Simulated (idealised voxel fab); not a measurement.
The process module that follows is named voxel wiring stack.
Xsec cut, 180 nm wide, square cell size 5 nm.
Notation: cross-section as square-cell grid; stated in bands, top first, going down; one or more cell rows per band. The band entry comprises the height of the band's top followed by the height of its bottom, expressed in nm, and subsequently the band's materials from left to right, each stated together with its width in nm. Where a single material is marked with the word "edge to edge", that material fills the band from edge to edge. The word "air" represents empty space. For the purposes of this specification, 0 denotes the height below which the wafer in its as-received condition is composed wholly of one material, and the lowermost band, lacking a lower limit, extends downward without end, as expressed in "0..down". Top row gets the first number, bottom row gets the second, and each row in between changes by the same step: that is how a band width like "30..40" works. Step note "everything unchanged" = no cross-section cell changed. Heads up: "Closed void roster" only lists the empty pockets with no open path to the top that are 8 cells or more, and it writes them as width x height at distance, distance from the left edge, in nm. On each step's line, the part that comes after the settings is the simulator's own comment on the step. A step's line can hold "overlay nm"; with a mask on that step, the setting says how far right of the planned place the mask lay, while a negative setting says it lay to the left.

### These are the steps we planned for the process
1 RECEIVE with material Si
2 CONFORMAL_DEP with material SiO2, thk nm 15
3 CONFORMAL_DEP with material SiN, thk nm 5
4 DIRECTIONAL_DEP with material SiO2, thk nm 15
5 DIRECTIONAL_DEP with material aC, thk nm 15
6 PATTERN with tone open, mask id METAL_1, material resist, width nm 25, pitch nm 40, thk nm 35, overlay nm 0
7 DIRECTIONAL_ETCH with etch materials aC, depth nm 15
8 STRIP with etch materials resist
9 DIRECTIONAL_ETCH with etch materials SiO2, depth nm 15
10 DIRECTIONAL_ETCH with etch materials SiN, depth nm 5
11 STRIP with etch materials aC
12 CONFORMAL_DEP with material TiN, thk nm 5
13 FILL_DEP with material Cu, thk nm 5
14 CMP with height nm 35
15 EPI with material Ru, thk nm 5
16 FILL_DEP with material SiCN, thk nm 5
17 DIRECTIONAL_DEP with material SiO2, thk nm 10
18 PATTERN with tone open, mask id PLUG_1, material resist, width nm 15, pitch nm 40, thk nm 15, overlay nm 0
19 DIRECTIONAL_ETCH with etch materials SiO2, depth nm 10
20 DIRECTIONAL_ETCH with etch materials SiCN, depth nm 5
21 STRIP with etch materials resist
22 CONFORMAL_DEP with material TiN, thk nm 5
23 FILL_DEP with material Ru, thk nm 10
24 CMP with height nm 55
25 DIRECTIONAL_DEP with material TiN, thk nm 5
26 DIRECTIONAL_DEP with material W, thk nm 15
27 PATTERN with tone cover, mask id METAL_2, material resist, width nm 25, pitch nm 40, thk nm 20, overlay nm 0
28 DIRECTIONAL_ETCH with etch materials W, depth nm 15
29 DIRECTIONAL_ETCH with etch materials TiN, depth nm 5
30 STRIP with etch materials resist
31 CONFORMAL_DEP with material SiN, thk nm 5
32 FILL_DEP with material lowk, thk nm 10
33 CMP with height nm 75
34 CONFORMAL_DEP with material SiCN, thk nm 5
35 DIRECTIONAL_DEP with material SiO2, thk nm 30
36 DIRECTIONAL_DEP with material aC, thk nm 10
37 PATTERN with tone open, mask id METAL_3_HOLES, material resist, width nm 15, thk nm 30, overlay nm 0
38 DIRECTIONAL_ETCH with etch materials aC, depth nm 10
39 STRIP with etch materials resist
40 DIRECTIONAL_ETCH with etch materials SiO2, depth nm 30
41 STRIP with etch materials aC
42 DIRECTIONAL_DEP with material aC, thk nm 15
43 PATTERN with tone open, mask id METAL_3, material resist, width nm 25, pitch nm 40, thk nm 30, overlay nm 0
44 DIRECTIONAL_ETCH with etch materials aC, depth nm 15
45 STRIP with etch materials resist
46 DIRECTIONAL_ETCH with etch materials SiO2, depth nm 15
47 DIRECTIONAL_ETCH with etch materials SiCN, depth nm 5
48 STRIP with etch materials aC
49 CONFORMAL_DEP with material TiN, thk nm 5
50 FILL_DEP with material Cu, thk nm 5
51 CMP with height nm 110
52 CONFORMAL_DEP with material SiN, thk nm 5

### Wafer at receipt (post step 1), cross-section
  0..down  Si edge to edge
  Closed void roster: none

### First of two wafers, end-of-module section, run followed plan
  115..110  SiN edge to edge
  110..100  SiO2 55 | TiN 5 | Cu 15 | TiN 5 | SiO2 15 | TiN 5 | Cu 15 | TiN 5 | SiO2 60
  100..95  SiO2 55 | TiN 5 | Cu 5 | TiN 15 | SiO2 15 | TiN 25 | SiO2 60
  95..80  SiO2 55 | TiN 5 | Cu 5 | TiN 5 | SiO2 110
  80..75  SiCN 55 | TiN 15 | SiCN 110
  75..60  lowk 50 | SiN 5 | W 25 | SiN 5 | lowk 5 | SiN 5 | W 25 | SiN 5 | lowk 55
  60..55  SiN 55 | TiN 25 | SiN 15 | TiN 25 | SiN 60
  55..45  SiO2 55 | TiN 5 | Ru 5 | TiN 5 | SiO2 25 | TiN 5 | Ru 5 | TiN 5 | SiO2 70
  45..40  SiCN 55 | TiN 15 | SiCN 25 | TiN 15 | SiCN 70
  40..35  SiCN 50 | Ru 35 | SiCN 5 | Ru 35 | SiCN 55
  35..20  SiO2 55 | TiN 5 | Cu 15 | TiN 5 | SiO2 15 | TiN 5 | Cu 15 | TiN 5 | SiO2 60
  20..15  SiN 55 | TiN 25 | SiN 15 | TiN 25 | SiN 60
  15..0  SiO2 edge to edge
  0..down  Si edge to edge
  Closed void roster: none

### Cross-sectional view: second of two wafers, end of module; start and plan identical to the first, one mistake in running
  115..110  SiN edge to edge
  110..100  SiO2 55 | TiN 5 | Cu 15 | TiN 5 | SiO2 15 | TiN 5 | Cu 15 | TiN 5 | SiO2 60
  100..95  SiO2 55 | TiN 5 | Cu 5 | TiN 15 | SiO2 15 | TiN 25 | SiO2 60
  95..80  SiO2 55 | TiN 5 | Cu 5 | TiN 5 | SiO2 110
  80..75  SiCN 55 | TiN 15 | SiCN 110
  75..60  lowk 55 | SiN 5 | W 25 | SiN 5 | lowk 5 | SiN 5 | W 25 | SiN 5 | lowk 50
  60..55  SiN 60 | TiN 25 | SiN 15 | TiN 25 | SiN 55
  55..45  SiO2 55 | TiN 5 | Ru 5 | TiN 5 | SiO2 25 | TiN 5 | Ru 5 | TiN 5 | SiO2 70
  45..40  SiCN 55 | TiN 15 | SiCN 25 | TiN 15 | SiCN 70
  40..35  SiCN 50 | Ru 35 | SiCN 5 | Ru 35 | SiCN 55
  35..20  SiO2 55 | TiN 5 | Cu 15 | TiN 5 | SiO2 15 | TiN 5 | Cu 15 | TiN 5 | SiO2 60
  20..15  SiN 55 | TiN 25 | SiN 15 | TiN 25 | SiN 60
  15..0  SiO2 edge to edge
  0..down  Si edge to edge
  Closed void roster: none
Where did the run depart from the plan? so step 27 ended up running with a different setting than we planned, it ran as PATTERN with tone cover, mask id METAL_2, material resist, width nm 25, pitch nm 40, thk nm 20, overlay nm 5
When the process is done, the second wafer contains the same cell count of every material as the first wafer, but distributed over other locations.
